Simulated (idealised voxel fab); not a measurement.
Documented hereafter: the process module known as voxel trench capacitor.
Cross-section cut spans 245 nm and uses square cells 5 nm in size.
Think of the cross-section as a grid of square cells. We describe it in bands, top to bottom, and each band covers one or more rows of those cells.
A band entry consists of two parts. The first gives the height of the band's top and the height of its bottom, in nm. The rest lists the band's materials from left to right, each with its width in nm. A single material labelled with the word "full width" fills the band from edge to edge, and the word "empty" marks empty space.
Height 0 is the level under which the wafer as received is all one material. The lowest band goes on downwards, as in "from 0 down".
Width spec "30->40" -> top row of cells at first value, bottom row at second value, equal per-row change in between.
The cross-section has no changed cell in any step marked "no alterations made".
Listed in "Encapsulated voids": every empty space of 8 or more cells without an open way to the top. Form: width x height at distance, the distance being from the left edge, all in nm.
On a step's line, text after the settings is the simulator commenting on that step.
What "overlay nm" on a step's line means: if the step has a mask, that mask lay this far to the right of its planned place, or, when the value is negative, to the left.
-- Listed below are the process steps as planned
step 1: RECEIVE: material Si
step 2: CONFORMAL_DEP: material SiN, thk nm 10
step 3: MASKED_ETCH: tone open, mask id TRENCH, width nm 20, pitch nm 40, etch materials SiN, depth nm 10, overlay nm 0
step 4: MASKED_ETCH: tone open, mask id TRENCH, width nm 20, pitch nm 40, etch materials Si, depth nm 30, overlay nm 0
step 5: CONFORMAL_DEP: material SiO2, thk nm 5
step 6: FILL_DEP: material polySi, thk nm 10
step 7: CMP: height nm 10
-- As-received wafer cross-section (after step 1)
from 0 down  Si full width
Encapsulated voids: none
-- One mistake in running the module, otherwise start and plan as above: cross-section at the end
from 10 to 5  95 of SiO2  10 of polySi  30 of SiO2  10 of polySi  100 of SiO2
from 5 to 0  90 of SiN  5 of SiO2  10 of polySi  5 of SiO2  20 of SiN  5 of SiO2  10 of polySi  5 of SiO2  95 of SiN
from 0 to -25  90 of Si  5 of SiO2  10 of polySi  5 of SiO2  20 of Si  5 of SiO2  10 of polySi  5 of SiO2  95 of Si
from -25 to -30  90 of Si  20 of SiO2  20 of Si  20 of SiO2  95 of Si
from -30 down  Si full width
Encapsulated voids: none
Plan not followed: for step 2, the planned setting was not used; the step was instead run as CONFORMAL_DEP: material SiN, thk nm 5
